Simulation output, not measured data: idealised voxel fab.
The following process module bears the name voxel spacer lines.
The width of the displayed cross-section, cut, is 260 nm; its cells are square, with a size of 5 nm.
In this document a cross-section is written as a grid of square cells. It is given as a series of bands, listed from the top down, and a band is one or more rows of cells. What a band's entry tells you: where the top is and where the bottom is, as heights in nm, and after that what lies inside, material by material from left to right, each with its width in nm. Empty space is written as the word "air", and a single material marked with the word "edge to edge" occupies the band from edge to edge. Height is counted from the level 0, under which the received wafer is composed throughout of one material. The lowest of the bands is not closed at the bottom but continues downward, in the notation "top 0, no bottom". Per-row width for "30 to 40": begins at first number (top row of band), ends at second number (bottom row), increment between rows held constant. Where the words "nothing different" appear for a step, the cross-section shows no cell changed by that step; every cell remained as before. If an empty space has no open way to the top and is at least 8 cells in size, "Closed void roster" lists it, written width x height at distance, where distance is measured from the left edge and every value is in nm. What comes after the settings on a step's line is commentary from the simulator itself on that step. "overlay nm" denotes, for a step that has a mask, the displacement of the mask to the right of its planned place, with negative values corresponding to the left.
[Process steps (planned)]
| 1 | RECEIVE [material Si] |
| 2 | CONFORMAL_DEP [material Al2O3] [thk nm 10] |
| 3 | DIRECTIONAL_DEP [material SiN] [thk nm 10] |
| 4 | DIRECTIONAL_DEP [material aC] [thk nm 25] |
| 5 | PATTERN [tone cover] [mask id MANDREL] [material resist] [width nm 25] [pitch nm 70] [thk nm 35] [overlay nm 0] |
| 6 | DIRECTIONAL_ETCH [etch materials aC] [depth nm 25] |
| 7 | STRIP [etch materials resist] |
| 8 | CONFORMAL_DEP [material SiO2] [thk nm 5] |
| 9 | DIRECTIONAL_ETCH [etch materials SiO2] [depth nm 10] |
| 10 | STRIP [etch materials aC] |
| 11 | DIRECTIONAL_ETCH [etch materials SiN] [depth nm 10] |
| 12 | STRIP [etch materials SiO2] |
Heads up: all these wafers start the same, and what changes between them is the thk nm in step 8. The value you see in the plan is just what the first wafer got.
[Cut through the first of several wafers as received, post step 1]
	top 0, no bottom = Si edge to edge
	Closed void roster: none
[The following table contains a row per wafer, in which are reported, at the conclusion of the module, the cells of each material gained (+) or lost (-) since the wafer's receipt, with its closed voids given thereafter]
thk nm 5, +104 Al2O3, +12 SiN, Closed void roster: none
thk nm 10, +104 Al2O3, +24 SiN, Closed void roster: none
thk nm 15, +104 Al2O3, +104 SiN, +75 aC, Closed void roster: none
thk nm 20, +104 Al2O3, +104 SiN, +75 aC, Closed void roster: none
thk nm 25, +104 Al2O3, +104 SiN, +75 aC, Closed void roster: none
